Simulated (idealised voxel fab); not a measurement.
This section sets out a process module, namely voxel self aligned vias.
The cross-section on display is named cut; it measures 225 nm wide, and its cells are 5 nm squares.
Bands, listed from the top down, are how a cross-section gets written in this document; the cross-section itself is a grid of square cells, and a band is one or more rows of them. The entry gives the band's vertical extent as a top height and a bottom height in nm, then its horizontal make-up as materials from left to right, each with a width in nm. "empty" stands for empty space; a single material marked "edge to edge" fills the band edge to edge. Counting heights begins at 0, where everything beneath is, in the wafer as received, one material. The lowest band has no bottom; it goes on downwards, as "0 and below" shows. When a width is written as two numbers, as in "30 to 40", the first number is the width in the top row of cells of the band and the second is the width in its bottom row, and the width changes by the same amount from each row to the next. A step reported as "no alteration" is a step in which no cell of the cross-section changed. This entry, "Closed void inventory", enumerates those empty regions of no fewer than 8 cells that possess no open connection to the top. Each region is reported in the form width x height at distance, the distance being taken from the left edge, with all three quantities expressed in nm. Past the settings on a step's line: simulator remark, on that step. The "overlay nm" setting may appear on a step's line; for a step that uses a mask, it gives how far to the right of its planned position the mask lay, and a negative value indicates the left.

Planned step list for the process:
1. RECEIVE (material Si)
2. CONFORMAL_DEP (material SiO2; thk nm 10)
3. CONFORMAL_DEP (material SiCN; thk nm 5)
4. DIRECTIONAL_DEP (material lowk; thk nm 20)
5. MASKED_ETCH (tone open; mask id LINES; width nm 30; pitch nm 70; etch materials lowk; depth nm 20; overlay nm 0)
6. CONFORMAL_DEP (material TiN; thk nm 5)
7. FILL_DEP (material W; thk nm 5)
8. CMP (height nm 35)
9. SELECTIVE_ETCH (etch materials W Ru TiN; depth nm 5)
10. FILL_DEP (material SiN; thk nm 10)
11. CMP (height nm 35)
12. DIRECTIONAL_DEP (material lowk; thk nm 15)
13. DIRECTIONAL_DEP (material aC; thk nm 15)
14. PATTERN (tone open; mask id VIAS; material resist; width nm 40; pitch nm 70; thk nm 35; overlay nm 0)
15. DIRECTIONAL_ETCH (etch materials aC; depth nm 15)
16. STRIP (etch materials resist)
17. DIRECTIONAL_ETCH (etch materials lowk; depth nm 15)
18. DIRECTIONAL_ETCH (etch materials SiN; depth nm 5)
19. STRIP (etch materials aC)
20. CONFORMAL_DEP (material TiN; thk nm 5)
21. FILL_DEP (material Ru; thk nm 10)
22. CMP (height nm 50)
23. CONFORMAL_DEP (material SiN; thk nm 5)

Wafer as received: cross-section following step 1:
0 and below: Si edge to edge
Closed void inventory: none

Module complete - cross-section of the first of two wafers, run according to plan:
55 down to 50: SiN edge to edge
50 down to 40: 20 of lowk | 5 of TiN | 30 of Ru | 5 of TiN | 30 of lowk | 5 of TiN | 30 of Ru | 5 of TiN | 30 of lowk | 5 of TiN | 30 of Ru | 5 of TiN | 25 of lowk
40 down to 35: 20 of lowk | 10 of TiN | 20 of Ru | 10 of TiN | 30 of lowk | 10 of TiN | 20 of Ru | 10 of TiN | 30 of lowk | 10 of TiN | 20 of Ru | 10 of TiN | 25 of lowk
35 down to 30: 25 of lowk | 30 of TiN | 40 of lowk | 30 of TiN | 40 of lowk | 30 of TiN | 30 of lowk
30 down to 20: 25 of lowk | 5 of TiN | 20 of W | 5 of TiN | 40 of lowk | 5 of TiN | 20 of W | 5 of TiN | 40 of lowk | 5 of TiN | 20 of W | 5 of TiN | 30 of lowk
20 down to 15: 25 of lowk | 30 of TiN | 40 of lowk | 30 of TiN | 40 of lowk | 30 of TiN | 30 of lowk
15 down to 10: SiCN edge to edge
10 down to 0: SiO2 edge to edge
0 and below: Si edge to edge
Closed void inventory: none

Cross-section, wafer two of two, end of module: same start and plan as wafer one, one error in execution:
55 down to 50: SiN edge to edge
50 down to 35: 20 of lowk | 5 of TiN | 30 of Ru | 5 of TiN | 30 of lowk | 5 of TiN | 30 of Ru | 5 of TiN | 30 of lowk | 5 of TiN | 30 of Ru | 5 of TiN | 25 of lowk
35 down to 30: 20 of lowk | 40 of TiN | 30 of lowk | 40 of TiN | 30 of lowk | 40 of TiN | 25 of lowk
30 down to 20: 20 of lowk | 10 of TiN | 20 of W | 10 of TiN | 30 of lowk | 10 of TiN | 20 of W | 10 of TiN | 30 of lowk | 10 of TiN | 20 of W | 10 of TiN | 25 of lowk
20 down to 15: 25 of lowk | 30 of TiN | 40 of lowk | 30 of TiN | 40 of lowk | 30 of TiN | 30 of lowk
15 down to 10: SiCN edge to edge
10 down to 0: SiO2 edge to edge
0 and below: Si edge to edge
Closed void inventory: none
Want to know what went wrong? regarding the plan, step 17 was run twice
Bottom line after processing is that, in cells, the second wafer is up or down on some materials versus the first: +6 Ru, +12 TiN, -18 lowk
